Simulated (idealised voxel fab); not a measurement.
Title: Process Module voxel released beams
Shown is cross-section cut, with a width of 245 nm and square cells of size 5 nm.
In what follows, cross-sections appear as grids of square cells, described through bands that run from the top down, where every band is one or more rows of cells.
Read a band's entry like this: the first values are the height of its top and the height of its bottom in nm, and what follows is the sequence of materials from left to right, each with its width in nm. Note that "air" is empty space, and that a single material marked "throughout" reaches across the band from edge to edge.
Convention: height 0 is the level below which the wafer, as received, is all one material. The lowest band does not terminate at the bottom but continues downward, represented as "0 -> down".
Top row gets the first number, bottom row gets the second, and each row in between changes by the same step: that is how a band width like "30..40" works.
You'll sometimes find "remains unaltered" written for a step, and that's the way of saying that nowhere in the cross-section did a cell change during that step.
Enclosed voids (no open way to top), threshold 8 cells or more, entry "Closed void listing", notation width x height at distance, distance from left edge, nm.
If you see something after the settings on a step's line, that's the simulator's own remark about that step.
A step's line can hold "overlay nm"; with a mask on that step, the setting says how far right of the planned place the mask lay, while a negative setting says it lay to the left.

Here's what the planned process steps look like
step 1: RECEIVE, material Si
step 2: CONFORMAL_DEP, material Al2O3, thk nm 10
step 3: DIRECTIONAL_DEP, material SiO2, thk nm 15
step 4: PATTERN, tone open, mask id ANCHOR, material resist, width nm 35, thk nm 15, overlay nm 0
step 5: DIRECTIONAL_ETCH, etch materials SiO2, depth nm 15
step 6: STRIP, etch materials resist
step 7: CONFORMAL_DEP, material SiN, thk nm 10
step 8: PATTERN, tone cover, mask id BEAM, material resist, width nm 95, thk nm 20, overlay nm 0
step 9: DIRECTIONAL_ETCH, etch materials SiN, depth nm 10
step 10: STRIP, etch materials resist
step 11: STRIP, etch materials SiO2

Of two wafers, the first: run according to plan

Wafer cross-section on receipt, i.e. after step 1
- 0 -> down = Si throughout
- Closed void listing: none

Cross-sectional representation of the wafer at the conclusion of step 2
- 10 -> 0 = Al2O3 throughout
- below 0: unchanged

Cross-sectional representation of the wafer at the conclusion of step 3
- 25 -> 10 = SiO2 throughout
- below 10: unchanged

Cross-sectional representation of the wafer at the conclusion of step 4
- 40 -> 25 = 75 nm resist  35 nm air  135 nm resist
- below 25: unchanged

Cross-sectional representation of the wafer at the conclusion of step 5
- 40 -> 25 = 75 nm resist  35 nm air  135 nm resist
- 25 -> 10 = 75 nm SiO2  35 nm air  135 nm SiO2
- below 10: unchanged

Cross-sectional representation of the wafer at the conclusion of step 6
- 25 -> 10 = 75 nm SiO2  35 nm air  135 nm SiO2
- below 10: unchanged

Cross-sectional representation of the wafer at the conclusion of step 7
- 35 -> 25 = 85 nm SiN  15 nm air  145 nm SiN
- 25 -> 20 = 75 nm SiO2  10 nm SiN  15 nm air  10 nm SiN  135 nm SiO2
- 20 -> 10 = 75 nm SiO2  35 nm SiN  135 nm SiO2
- below 10: unchanged

Cross-sectional representation of the wafer at the conclusion of step 8
- 55 -> 35 = 70 nm air  95 nm resist  80 nm air
- 35 -> 25 = 85 nm SiN  15 nm resist  145 nm SiN
- 25 -> 20 = 75 nm SiO2  10 nm SiN  15 nm resist  10 nm SiN  135 nm SiO2
- below 20: unchanged

Cross-sectional representation of the wafer at the conclusion of step 9
- 55 -> 35 = 70 nm air  95 nm resist  80 nm air
- 35 -> 25 = 70 nm air  15 nm SiN  15 nm resist  65 nm SiN  80 nm air
- below 25: unchanged

Cross-sectional representation of the wafer at the conclusion of step 10
- 35 -> 25 = 70 nm air  15 nm SiN  15 nm air  65 nm SiN  80 nm air
- 25 -> 20 = 75 nm SiO2  10 nm SiN  15 nm air  10 nm SiN  135 nm SiO2
- below 20: unchanged

Cross-sectional representation of the wafer at the conclusion of step 11
- 35 -> 25 = 70 nm air  15 nm SiN  15 nm air  65 nm SiN  80 nm air
- 25 -> 20 = 75 nm air  10 nm SiN  15 nm air  10 nm SiN  135 nm air
- 20 -> 10 = 75 nm air  35 nm SiN  135 nm air
- below 10: unchanged

Second of two: same start, same plan, one run error; steps up to and including 1 match the first

Here is the second wafer in cross-section at the point where step 2 of the plan should have been done: remains unaltered

Here is the second wafer in cross-section at the point where step 3 of the plan should have been done
- 15 -> 0 = SiO2 throughout
- below 0: unchanged

Here is the second wafer in cross-section at the point where step 4 of the plan should have been done
- 30 -> 15 = 75 nm resist  35 nm air  135 nm resist
- below 15: unchanged

Here is the second wafer in cross-section at the point where step 5 of the plan should have been done
- 30 -> 15 = 75 nm resist  35 nm air  135 nm resist
- 15 -> 0 = 75 nm SiO2  35 nm air  135 nm SiO2
- below 0: unchanged

Here is the second wafer in cross-section at the point where step 6 of the plan should have been done
- 15 -> 0 = 75 nm SiO2  35 nm air  135 nm SiO2
- below 0: unchanged

Here is the second wafer in cross-section at the point where step 7 of the plan should have been done
- 25 -> 15 = 85 nm SiN  15 nm air  145 nm SiN
- 15 -> 10 = 75 nm SiO2  10 nm SiN  15 nm air  10 nm SiN  135 nm SiO2
- 10 -> 0 = 75 nm SiO2  35 nm SiN  135 nm SiO2
- below 0: unchanged

Here is the second wafer in cross-section at the point where step 8 of the plan should have been done
- 45 -> 25 = 70 nm air  95 nm resist  80 nm air
- 25 -> 15 = 85 nm SiN  15 nm resist  145 nm SiN
- 15 -> 10 = 75 nm SiO2  10 nm SiN  15 nm resist  10 nm SiN  135 nm SiO2
- below 10: unchanged

Here is the second wafer in cross-section at the point where step 9 of the plan should have been done
- 45 -> 25 = 70 nm air  95 nm resist  80 nm air
- 25 -> 15 = 70 nm air  15 nm SiN  15 nm resist  65 nm SiN  80 nm air
- below 15: unchanged

Here is the second wafer in cross-section at the point where step 10 of the plan should have been done
- 25 -> 15 = 70 nm air  15 nm SiN  15 nm air  65 nm SiN  80 nm air
- 15 -> 10 = 75 nm SiO2  10 nm SiN  15 nm air  10 nm SiN  135 nm SiO2
- below 10: unchanged

Here is the second wafer in cross-section at the point where step 11 of the plan should have been done
- 25 -> 15 = 70 nm air  15 nm SiN  15 nm air  65 nm SiN  80 nm air
- 15 -> 10 = 75 nm air  10 nm SiN  15 nm air  10 nm SiN  135 nm air
- 10 -> 0 = 75 nm air  35 nm SiN  135 nm air
- below 0: unchanged
Want to know what went wrong? plan step 2 skipped
Cell-count delta at end, second wafer over first, by material: 98 fewer of Al2O3
